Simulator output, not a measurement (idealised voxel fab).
This is a process module. Its name is voxel transistor to metal.
Xsec cut, 285 nm wide, square cell size 5 nm.
In what follows, cross-sections appear as grids of square cells, described through bands that run from the top down, where every band is one or more rows of cells. Top, bottom (nm), then materials left to right with widths (nm); lone material tagged "full width" fills the whole band edge to edge; "blank" = empty space. Below 0: as-received wafer, all one material; heights counted from there. Lowest band: no bottom, goes on down, written "0 nm and below". With a width like "30->40", each row of cells in the band differs from the next by the same amount, the top row carrying the first number and the bottom row the second. When a step is marked "everything unchanged", none of the cells in the cross-section changed during that step. Any empty space of 8 cells or more lacking an open way to the top shows up in "Closed void catalog" as width x height at distance, distance from the left edge, in nm. Heads up: the bit after the settings on a step's line is the simulator's remark on that step. The optional step-line setting "overlay nm" applies to steps with a mask and quantifies how far to the right of its planned location the mask lay, a negative value indicating leftward placement.

## Intended process steps
1 RECEIVE, material Si
2 OXIDIZE, depth nm 5
3 CONFORMAL_DEP, material SiN, thk nm 10
4 PATTERN, tone cover, mask id ACTIVE, material resist, width nm 115, pitch nm 135, thk nm 15, overlay nm 0
5 DIRECTIONAL_ETCH, etch materials SiN, depth nm 10
6 DIRECTIONAL_ETCH, etch materials SiO2, depth nm 5
7 DIRECTIONAL_ETCH, etch materials Si, depth nm 20
8 STRIP, etch materials resist
9 FILL_DEP, material SiO2, thk nm 15
10 CMP, height nm 10
11 SELECTIVE_ETCH, etch materials SiO2, depth nm 10
12 STRIP, etch materials SiN
13 SELECTIVE_ETCH, etch materials SiO2, depth nm 5
14 OXIDIZE, depth nm 5
15 DIRECTIONAL_DEP, material polySi, thk nm 25
16 DIRECTIONAL_DEP, material SiCN, thk nm 10
17 MASKED_ETCH, tone cover, mask id GATE, width nm 15, pitch nm 135, etch materials SiCN, depth nm 20, overlay nm 0
18 MASKED_ETCH, tone cover, mask id GATE, width nm 15, pitch nm 135, etch materials polySi, depth nm 35, overlay nm 0
19 CONFORMAL_DEP, material SiN, thk nm 5
20 DIRECTIONAL_ETCH, etch materials SiN, depth nm 5
21 DIRECTIONAL_ETCH, etch materials SiO2, depth nm 5
22 EPI, material nSi, thk nm 5
23 FILL_DEP, material SiO2, thk nm 5
24 CMP, height nm 30
25 DIRECTIONAL_DEP, material SiO2, thk nm 15
26 MASKED_ETCH, tone open, mask id CONTACT, width nm 20, etch materials SiO2, depth nm 50, overlay nm 0
27 CONFORMAL_DEP, material TiN, thk nm 5
28 FILL_DEP, material W, thk nm 5
29 CMP, height nm 45
30 CONFORMAL_DEP, material SiCN, thk nm 5
31 DIRECTIONAL_DEP, material SiO2, thk nm 25
32 PATTERN, tone open, mask id METAL_1, material resist, width nm 20, thk nm 20, overlay nm 0
33 DIRECTIONAL_ETCH, etch materials SiO2, depth nm 25
34 DIRECTIONAL_ETCH, etch materials SiCN, depth nm 5
35 STRIP, etch materials resist
36 CONFORMAL_DEP, material TiN, thk nm 5
37 FILL_DEP, material Cu, thk nm 10
38 CMP, height nm 75
39 CONFORMAL_DEP, material SiCN, thk nm 5

## Cross-sectional view of the wafer in its as-received condition, corresponding to the state after step 1
0 nm and below  Si full width
Closed void catalog: none

## Result of the module, cross-sectioned: start per above, plan per above, one error in how it was run
80 nm to 75 nm  SiCN full width
75 nm to 50 nm  SiO2=25 / TiN=5 / Cu=10 / TiN=5 / SiO2=55 / TiN=5 / Cu=10 / TiN=5 / SiO2=40 / TiN=5 / Cu=10 / TiN=5 / SiO2=55 / TiN=5 / Cu=10 / TiN=5 / SiO2=30
50 nm to 45 nm  SiCN=25 / TiN=20 / SiCN=55 / TiN=20 / SiCN=40 / TiN=20 / SiCN=55 / TiN=20 / SiCN=30
45 nm to 30 nm  SiO2=25 / TiN=5 / W=10 / TiN=5 / SiO2=55 / TiN=5 / W=10 / TiN=5 / SiO2=40 / TiN=5 / W=10 / TiN=5 / SiO2=55 / TiN=5 / W=10 / TiN=5 / SiO2=30
30 nm to 20 nm  SiO2=25 / TiN=5 / W=10 / TiN=5 / SiO2=15 / SiN=5 / SiCN=15 / SiN=5 / SiO2=15 / TiN=5 / W=10 / TiN=5 / SiO2=40 / TiN=5 / W=10 / TiN=5 / SiO2=15 / SiN=5 / SiCN=15 / SiN=5 / SiO2=15 / TiN=5 / W=10 / TiN=5 / SiO2=30
20 nm to 0 nm  SiO2=25 / TiN=5 / W=10 / TiN=5 / SiO2=15 / SiN=5 / polySi=15 / SiN=5 / SiO2=15 / TiN=5 / W=10 / TiN=5 / SiO2=40 / TiN=5 / W=10 / TiN=5 / SiO2=15 / SiN=5 / polySi=15 / SiN=5 / SiO2=15 / TiN=5 / W=10 / TiN=5 / SiO2=30
0 nm to -5 nm  SiO2=25 / TiN=20 / SiO2=15 / SiN=5 / polySi=15 / SiN=5 / SiO2=15 / TiN=20 / SiO2=40 / TiN=20 / SiO2=15 / SiN=5 / polySi=15 / SiN=5 / SiO2=15 / TiN=20 / SiO2=30
-5 nm to -10 nm  SiO2=10 / nSi=50 / SiO2=25 / nSi=50 / SiO2=10 / nSi=50 / SiO2=25 / nSi=50 / SiO2=15
-10 nm to -45 nm  SiO2=15 / Si=115 / SiO2=20 / Si=115 / SiO2=20
-45 nm and below  Si full width
Closed void catalog: none
What went wrong in running the wafer? step 7 of the plan was performed twice
